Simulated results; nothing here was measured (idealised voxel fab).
Herein follows the process module entitled voxel self aligned contacts.
In the cross-section labelled cut, the width is 255 nm and each square cell is 5 nm.
Cross-section, as written here: a square-cell grid given band by band from the top down, where a band holds one or more rows of cells.
Each band's line starts with the height of the band's top and of its bottom, in nm. Then come its materials from left to right, each with its width in nm. One material with "everywhere" fills the band from edge to edge. "blank" is empty space.
Height is counted from the level 0, under which the received wafer is composed throughout of one material. The lowest of the bands is not closed at the bottom but continues downward, in the notation "0 -> down".
You'd read "30->40" like this: the band's top row of cells is as wide as the first number, its bottom row is as wide as the second, and going down, every row changes width by the same amount as the row before did.
Basically "no alteration" means that step didn't change any cell in the cross-section.
So "Unvented voids" is basically the list of trapped voids: any empty space of 8 cells or more that can't reach the top through an opening. They're written width x height at distance, the distance being from the left edge, and it's all nm.
Read whatever lies past the settings on a step's line as the simulator's own remark about the step.
The optional step-line setting "overlay nm" applies to steps with a mask and quantifies how far to the right of its planned location the mask lay, a negative value indicating leftward placement.
## Set out below are the planned steps of the process
| 1 | RECEIVE, material Si |
| 2 | CONFORMAL_DEP, material SiO2, thk nm 5 |
| 3 | DIRECTIONAL_DEP, material polySi, thk nm 25 |
| 4 | DIRECTIONAL_DEP, material SiN, thk nm 25 |
| 5 | MASKED_ETCH, tone cover, mask id GATE, width nm 30, pitch nm 70, etch materials SiN, depth nm 25, overlay nm 0 |
| 6 | MASKED_ETCH, tone cover, mask id GATE, width nm 20, pitch nm 70, etch materials polySi, depth nm 25, overlay nm 0 |
| 7 | CONFORMAL_DEP, material SiN, thk nm 10 |
| 8 | DIRECTIONAL_ETCH, etch materials SiN, depth nm 10 |
| 9 | FILL_DEP, material SiO2, thk nm 10 |
| 10 | CMP, height nm 60 |
| 11 | DIRECTIONAL_DEP, material aC, thk nm 15 |
| 12 | PATTERN, tone open, mask id CONTACT, material resist, width nm 50, thk nm 30, overlay nm 0 |
| 13 | DIRECTIONAL_ETCH, etch materials aC, depth nm 15 |
| 14 | STRIP, etch materials resist |
| 15 | DIRECTIONAL_ETCH, etch materials SiO2, depth nm 60 |
| 16 | STRIP, etch materials aC |
| 17 | CONFORMAL_DEP, material TiN, thk nm 5 |
| 18 | FILL_DEP, material Ru, thk nm 5 |
| 19 | CMP, height nm 60 |
| 20 | CONFORMAL_DEP, material SiCN, thk nm 5 |
The value of width nm given for step 6 in the plan refers to the first wafer; the wafers vary in this setting and are alike at the start.
## Cross-section of the first of several wafers as received (after step 1)
  0 -> down  Si everywhere
  Unvented voids: none
## Rows = wafers. At module end, each row lists per material the cells gained (+) or lost (-) since the wafer was received, then the closed voids
width nm 20; +22 Ru; +51 SiCN; +140 SiN; +358 SiO2; +32 TiN; +60 polySi; Unvented voids: none
width nm 25; +22 Ru; +51 SiCN; +140 SiN; +358 SiO2; +32 TiN; +60 polySi; Unvented voids: none
width nm 30; +22 Ru; +51 SiCN; +140 SiN; +358 SiO2; +32 TiN; +60 polySi; Unvented voids: none
width nm 35; +16 Ru; +51 SiCN; +140 SiN; +354 SiO2; +32 TiN; +70 polySi; Unvented voids: none
width nm 40; +10 Ru; +51 SiCN; +140 SiN; +350 SiO2; +32 TiN; +80 polySi; Unvented voids: none
width nm 45; +10 Ru; +51 SiCN; +140 SiN; +346 SiO2; +26 TiN; +90 polySi; Unvented voids: none
